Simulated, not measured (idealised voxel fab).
Herein follows the process module entitled voxel gate over fins.
Displayed cross-section: cut, width of 290 nm, square cells sized 5 nm.
Cross-section spec: square-cell grid; bands listed top down; each band is one or more rows.
Band: top and bottom heights (nm) first, top before bottom; then materials from left to right, widths in nm. "throughout" marks a sole material filling the band edge to edge. "air" denotes empty space.
Heights are reckoned from 0. Under this level, the received wafer is all of one material. The bottommost band is open-ended downward, for example "from 0 down".
You'd read "30..40" like this: the band's top row of cells is as wide as the first number, its bottom row is as wide as the second, and going down, every row changes width by the same amount as the row before did.
Where the words "remains unaltered" appear for a step, the cross-section shows no cell changed by that step; every cell remained as before.
"Voids, enclosed" lists enclosed empty spaces (at least 8 cells, no open path upward to the top), each as width x height at distance from the left edge, in nm.
Whatever follows a step's settings on its line is a remark the simulator itself makes about that step.
Steps that use a mask can have "overlay nm" on their line. It says how far the mask sat to the right of where it was meant to be. Negative means to the left.
-- Steps planned for the process
step 1: RECEIVE | material Si
step 2: CONFORMAL_DEP | material SiN | thk nm 5
step 3: DIRECTIONAL_DEP | material aC | thk nm 10
step 4: PATTERN | tone cover | mask id FINS | material resist | width nm 15 | pitch nm 55 | thk nm 30 | overlay nm 0
step 5: DIRECTIONAL_ETCH | etch materials aC | depth nm 10
step 6: STRIP | etch materials resist
step 7: DIRECTIONAL_ETCH | etch materials SiN | depth nm 5
step 8: DIRECTIONAL_ETCH | etch materials Si | depth nm 35
step 9: STRIP | etch materials aC
step 10: FILL_DEP | material SiO2 | thk nm 15
step 11: CMP | height nm 5
step 12: DIRECTIONAL_DEP | material aC | thk nm 15
step 13: PATTERN | tone open | mask id RAIL | material resist | width nm 15 | thk nm 35 | overlay nm 0
step 14: DIRECTIONAL_ETCH | etch materials aC | depth nm 15
step 15: STRIP | etch materials resist
step 16: DIRECTIONAL_ETCH | etch materials SiO2 | depth nm 35
step 17: STRIP | etch materials aC
step 18: CONFORMAL_DEP | material TiN | thk nm 5
step 19: FILL_DEP | material Ru | thk nm 5
step 20: CMP | height nm 5
step 21: SELECTIVE_ETCH | etch materials W Ru TiN | depth nm 20
step 22: FILL_DEP | material SiO2 | thk nm 5
step 23: CMP | height nm 5
step 24: SELECTIVE_ETCH | etch materials SiO2 | depth nm 15
step 25: STRIP | etch materials SiN
step 26: CONFORMAL_DEP | material HfO2 | thk nm 5
step 27: CONFORMAL_DEP | material TiN | thk nm 5
step 28: CONFORMAL_DEP | material TiAl | thk nm 5
step 29: CONFORMAL_DEP | material TiN | thk nm 5
step 30: FILL_DEP | material W | thk nm 15
step 31: CMP | height nm 30
step 32: CONFORMAL_DEP | material SiCN | thk nm 10
-- as received, after step 1
- from 0 down = Si throughout
- Voids, enclosed: none
-- Module complete - cross-section of the first of two wafers, run according to plan
- from 40 to 30 = SiCN throughout
- from 30 to 20 = W throughout
- from 20 to 15 = 90 of W / 110 of TiN / 90 of W
- from 15 to 10 = 90 of W / 5 of TiN / 45 of TiAl / 10 of TiN / 45 of TiAl / 5 of TiN / 90 of W
- from 10 to 5 = 95 of TiN / 5 of TiAl / 35 of TiN / 5 of TiAl / 10 of TiN / 5 of TiAl / 35 of TiN / 5 of TiAl / 95 of TiN
- from 5 to 0 = 100 of TiAl / 5 of TiN / 25 of HfO2 / 5 of TiN / 20 of TiAl / 5 of TiN / 25 of HfO2 / 5 of TiN / 100 of TiAl
- from 0 to -5 = 105 of TiN / 5 of HfO2 / 15 of Si / 5 of HfO2 / 30 of TiN / 5 of HfO2 / 15 of Si / 5 of HfO2 / 105 of TiN
- from -5 to -10 = 110 of HfO2 / 15 of Si / 40 of HfO2 / 15 of Si / 110 of HfO2
- from -10 to -15 = 110 of SiO2 / 15 of Si / 40 of SiO2 / 15 of Si / 110 of SiO2
- from -15 to -25 = 110 of SiO2 / 15 of Si / 10 of SiO2 / 5 of TiN / 5 of Ru / 5 of TiN / 15 of SiO2 / 15 of Si / 110 of SiO2
- from -25 to -30 = 110 of SiO2 / 15 of Si / 10 of SiO2 / 15 of TiN / 15 of SiO2 / 15 of Si / 110 of SiO2
- from -30 to -35 = 110 of SiO2 / 15 of Si / 40 of SiO2 / 15 of Si / 110 of SiO2
- from -35 down = Si throughout
- Voids, enclosed: none
-- Cross-section of the latter of the two wafers at module completion. It had an identical start and an identical plan to the former; in running it, one mistake was made
- from 40 to 30 = SiCN throughout
- from 30 to 15 = W throughout
- from 15 to 10 = 95 of W / 45 of TiN / 10 of W / 45 of TiN / 95 of W
- from 10 to 5 = 95 of W / 5 of TiN / 35 of TiAl / 5 of TiN / 10 of W / 5 of TiN / 35 of TiAl / 5 of TiN / 95 of W
- from 5 to 0 = 100 of TiN / 5 of TiAl / 25 of TiN / 5 of TiAl / 20 of TiN / 5 of TiAl / 25 of TiN / 5 of TiAl / 100 of TiN
- from 0 to -5 = 105 of TiAl / 5 of TiN / 15 of Si / 5 of TiN / 30 of TiAl / 5 of TiN / 15 of Si / 5 of TiN / 105 of TiAl
- from -5 to -10 = 110 of TiN / 15 of Si / 40 of TiN / 15 of Si / 110 of TiN
- from -10 to -15 = 110 of SiO2 / 15 of Si / 40 of SiO2 / 15 of Si / 110 of SiO2
- from -15 to -25 = 110 of SiO2 / 15 of Si / 10 of SiO2 / 5 of TiN / 5 of Ru / 5 of TiN / 15 of SiO2 / 15 of Si / 110 of SiO2
- from -25 to -30 = 110 of SiO2 / 15 of Si / 10 of SiO2 / 15 of TiN / 15 of SiO2 / 15 of Si / 110 of SiO2
- from -30 to -35 = 110 of SiO2 / 15 of Si / 40 of SiO2 / 15 of Si / 110 of SiO2
- from -35 down = Si throughout
- Voids, enclosed: none
Error vs. plan: step 26 of the plan never got run, it was skipped over
Bottom line after processing is that, in cells, the second wafer is up or down on some materials versus the first: -66 HfO2; +66 W
